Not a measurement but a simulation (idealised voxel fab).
Process module name: voxel double patterning
Section cut is 200 nm wide and gridded with 5 nm square cells.
A cross-section in this document is a grid of square cells, and it is written down as bands, the top band listed before the ones below it; a band is made up of one or more rows of cells. Each band's line starts with the height of the band's top and of its bottom, in nm. Then come its materials from left to right, each with its width in nm. One material with "everywhere" fills the band from edge to edge. "air" is empty space. Measure heights from 0. That's the level where, below it, the as-received wafer is all one material. The lowest band is bottomless and extends downward; write it as in "0..down". Quick explanation for "30 to 40": the width changes in equal steps down the rows of cells, from the first number in the band's top row to the second number in its bottom row. It should be understood that the words "left unchanged", when stated for a given step, signify that the cross-section underwent no change in any of its cells during that step. closed voids: empty space of 8 cells or more with no open way to the top, each as width x height at its distance from the left edge, in nm. Post-settings text on a step line: simulator's own remark regarding the step. overlay nm: mask offset rightward from planned place, masked step; negative means leftward offset.

Here's what the planned process steps look like
- 1: RECEIVE | material Si
- 2: CONFORMAL_DEP | material SiO2 | thk nm 10
- 3: DIRECTIONAL_DEP | material W | thk nm 20
- 4: DIRECTIONAL_DEP | material SiN | thk nm 5
- 5: PATTERN | tone open | mask id FIRST | material resist | width nm 15 | pitch nm 50 | thk nm 20 | overlay nm 0
- 6: DIRECTIONAL_ETCH | etch materials SiN | depth nm 5
- 7: STRIP | etch materials resist
- 8: PATTERN | tone open | mask id SECOND | material resist | width nm 15 | pitch nm 50 | thk nm 15 | overlay nm 0
- 9: DIRECTIONAL_ETCH | etch materials SiN | depth nm 5
- 10: STRIP | etch materials resist
- 11: DIRECTIONAL_ETCH | etch materials W | depth nm 20
- 12: STRIP | etch materials SiN

As-received state of the wafer in cross-section, equivalent to post-step 1
> 0..down  Si everywhere
> closed voids: none

The first of the two wafers as seen in cross-section once the module was finished; processing followed the plan
> 30..10  W=40 / air=15 / W=10 / air=15 / W=10 / air=15 / W=10 / air=15 / W=10 / air=15 / W=45
> 10..0  SiO2 everywhere
> 0..down  Si everywhere
> closed voids: none

Presented here is a cross-section of the second of the two wafers as it stood at the end of the module. It was started in the same manner and assigned the same plan as the first wafer; however, one mistake was made in its execution
> 35..30  SiN=40 / air=15 / SiN=10 / air=15 / SiN=10 / air=15 / SiN=10 / air=15 / SiN=10 / air=15 / SiN=45
> 30..10  W=40 / air=15 / W=10 / air=15 / W=10 / air=15 / W=10 / air=15 / W=10 / air=15 / W=45
> 10..0  SiO2 everywhere
> 0..down  Si everywhere
> closed voids: none
Short version of what went wrong: no execution of plan step 12; skipped
Once processing is complete, comparing cell counts shows that the second wafer has more or fewer of certain materials than the first: +25 SiN
